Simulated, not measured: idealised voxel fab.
process module | voxel self aligned vias
cross-section cut | 220 nm wide | cells 5 nm
A cross-section is a grid of square cells, given in bands from the top down. A band is one or more rows of cells.
Each band's line starts with the height of the band's top and of its bottom, in nm. Then come its materials from left to right, each with its width in nm. One material with "throughout" fills the band from edge to edge. "air" is empty space.
Height 0 is the level under which the wafer as received is all one material. The lowest band goes on downwards, as in "0 down".
A width such as "30 to 40" changes by the same amount from each row of cells to the next, from the band's top row to its bottom row.
"no change" after a step means that no cell of the cross-section changed.
closed voids: empty space of 8 cells or more with no open way to the top, each as width x height at its distance from the left edge, in nm
after a step's settings: what the simulator itself notes on the step
overlay nm, on a step with a mask: how far to the right of its planned place the mask lay; to the left if negative
plan
1 op RECEIVE | material Si
2 op CONFORMAL_DEP | material SiO2 | thk nm 10
3 op CONFORMAL_DEP | material SiCN | thk nm 5
4 op DIRECTIONAL_DEP | material SiO2 | thk nm 25
5 op MASKED_ETCH | tone open | mask id LINES | width nm 30 | pitch nm 60 | etch materials SiO2 | depth nm 25 | overlay nm 0
6 op CONFORMAL_DEP | material TiN | thk nm 5
7 op FILL_DEP | material W | thk nm 10
8 op CMP | height nm 40
9 op SELECTIVE_ETCH | etch materials W Ru TiN | depth nm 10
10 op FILL_DEP | material SiN | thk nm 5
11 op CMP | height nm 40
12 op DIRECTIONAL_DEP | material SiO2 | thk nm 20
13 op DIRECTIONAL_DEP | material aC | thk nm 15
14 op PATTERN | tone open | mask id VIAS | material resist | width nm 40 | pitch nm 120 | thk nm 30 | overlay nm 0
15 op DIRECTIONAL_ETCH | etch materials aC | depth nm 15
16 op STRIP | etch materials resist
17 op DIRECTIONAL_ETCH | etch materials SiO2 | depth nm 20
18 op DIRECTIONAL_ETCH | etch materials SiN | depth nm 10
19 op STRIP | etch materials aC
20 op CONFORMAL_DEP | material TiN | thk nm 5
21 op FILL_DEP | material Cu | thk nm 5
22 op CMP | height nm 60
23 op CONFORMAL_DEP | material SiN | thk nm 5
as received, after step 1
  0 down: Si throughout
  closed voids: none
a wafer at the end: this start, this plan, one mistake
  65 to 60: SiN throughout
  60 to 45: SiO2 30 | TiN 5 | Cu 30 | TiN 5 | SiO2 80 | TiN 5 | Cu 30 | TiN 5 | SiO2 30
  45 to 40: SiO2 30 | TiN 40 | SiO2 80 | TiN 40 | SiO2 30
  40 to 30: SiN 30 | TiN 5 | SiO2 30 | TiN 5 | SiN 25 | SiO2 30 | SiN 25 | TiN 5 | SiO2 30 | TiN 5 | SiN 30
  30 to 20: W 30 | TiN 5 | SiO2 30 | TiN 5 | W 20 | TiN 5 | SiO2 30 | TiN 5 | W 20 | TiN 5 | SiO2 30 | TiN 5 | W 30
  20 to 15: TiN 35 | SiO2 30 | TiN 30 | SiO2 30 | TiN 30 | SiO2 30 | TiN 35
  15 to 10: SiCN throughout
  10 to 0: SiO2 throughout
  0 down: Si throughout
  closed voids: none
what went wrong: step 5 ran as: op MASKED_ETCH | tone cover | mask id LINES | width nm 30 | pitch nm 60 | etch materials SiO2 | depth nm 25 | overlay nm 0
